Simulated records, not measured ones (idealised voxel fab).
Documented hereafter: the process module known as voxel gate over fins.
Cross-section cut spans 300 nm and uses square cells 5 nm in size.
A cross-section is written here as square cells arranged in a grid, and it is given in bands from the top down, each band taking up one or more rows of cells. This entry defines a band. It first specifies the height of the band's top and the height of its bottom in nm, and then specifies the band's materials from left to right, stating each material with its width in nm. The word "all across" identifies a single material that fills the band from edge to edge, while the word "blank" identifies empty space. For the purposes of this specification, 0 denotes the height below which the wafer in its as-received condition is composed wholly of one material, and the lowermost band, lacking a lower limit, extends downward without end, as expressed in "top 0, no bottom". The width entry "30->40" should be interpreted row by row: the top row of cells in the band takes the first number, the bottom row takes the second number, and the change between adjacent rows is uniform throughout. No cell of the cross-section changed in a step that is given as "identical to before". Reported under the label "Enclosed cavities" are the empty spaces having no open way to the top and comprising 8 cells or more; the notation for each is width x height at distance, in which the distance is measured from the left edge and all three values are in nm. Text after the settings on a step's line: the simulator's own remark on that step. "overlay nm", when on a step's line for a step with a mask, measures how far to the right of its planned place the mask lay; a negative measure means to the left.

Set out below are the planned steps of the process
1 RECEIVE | material Si
2 CONFORMAL_DEP | material SiN | thk nm 10
3 PATTERN | tone cover | mask id FINS | material resist | width nm 15 | pitch nm 45 | thk nm 20 | overlay nm 0
4 DIRECTIONAL_ETCH | etch materials SiN | depth nm 10
5 DIRECTIONAL_ETCH | etch materials Si | depth nm 40
6 STRIP | etch materials resist
7 OXIDIZE | depth nm 5
8 FILL_DEP | material SiO2 | thk nm 5
9 CMP | height nm 10
10 SELECTIVE_ETCH | etch materials SiO2 | depth nm 10
11 STRIP | etch materials SiN
12 CONFORMAL_DEP | material HfO2 | thk nm 5
13 CONFORMAL_DEP | material TiN | thk nm 5
14 CONFORMAL_DEP | material TiAl | thk nm 5
15 CONFORMAL_DEP | material TiN | thk nm 5
16 FILL_DEP | material W | thk nm 10
17 CMP | height nm 25
18 CONFORMAL_DEP | material SiN | thk nm 5
Keep in mind the plan's value for the depth nm of step 10 comes from the first wafer; the wafers don't share that setting, but they do share the same starting point.

First wafer of several, as received: cross-section after step 1
    top 0, no bottom = Si all across
    Enclosed cavities: none

Each row below is a wafer at the end of the module, listing for every material the number of cells it has gained (+) or lost (-) since it was received, followed by its closed voids
depth nm 10 | +60 HfO2 | -522 Si | +60 SiN | +522 SiO2 | +60 TiAl | +120 TiN | +60 W | Enclosed cavities: none
depth nm 15 | +64 HfO2 | -522 Si | +60 SiN | +464 SiO2 | +64 TiAl | +128 TiN | +102 W | Enclosed cavities: none
depth nm 20 | +68 HfO2 | -522 Si | +60 SiN | +406 SiO2 | +68 TiAl | +136 TiN | +144 W | Enclosed cavities: none
depth nm 25 | +72 HfO2 | -522 Si | +60 SiN | +348 SiO2 | +72 TiAl | +144 TiN | +186 W | Enclosed cavities: none
depth nm 30 | +76 HfO2 | -522 Si | +60 SiN | +290 SiO2 | +76 TiAl | +152 TiN | +228 W | Enclosed cavities: none
depth nm 35 | +80 HfO2 | -522 Si | +60 SiN | +232 SiO2 | +80 TiAl | +160 TiN | +270 W | Enclosed cavities: none
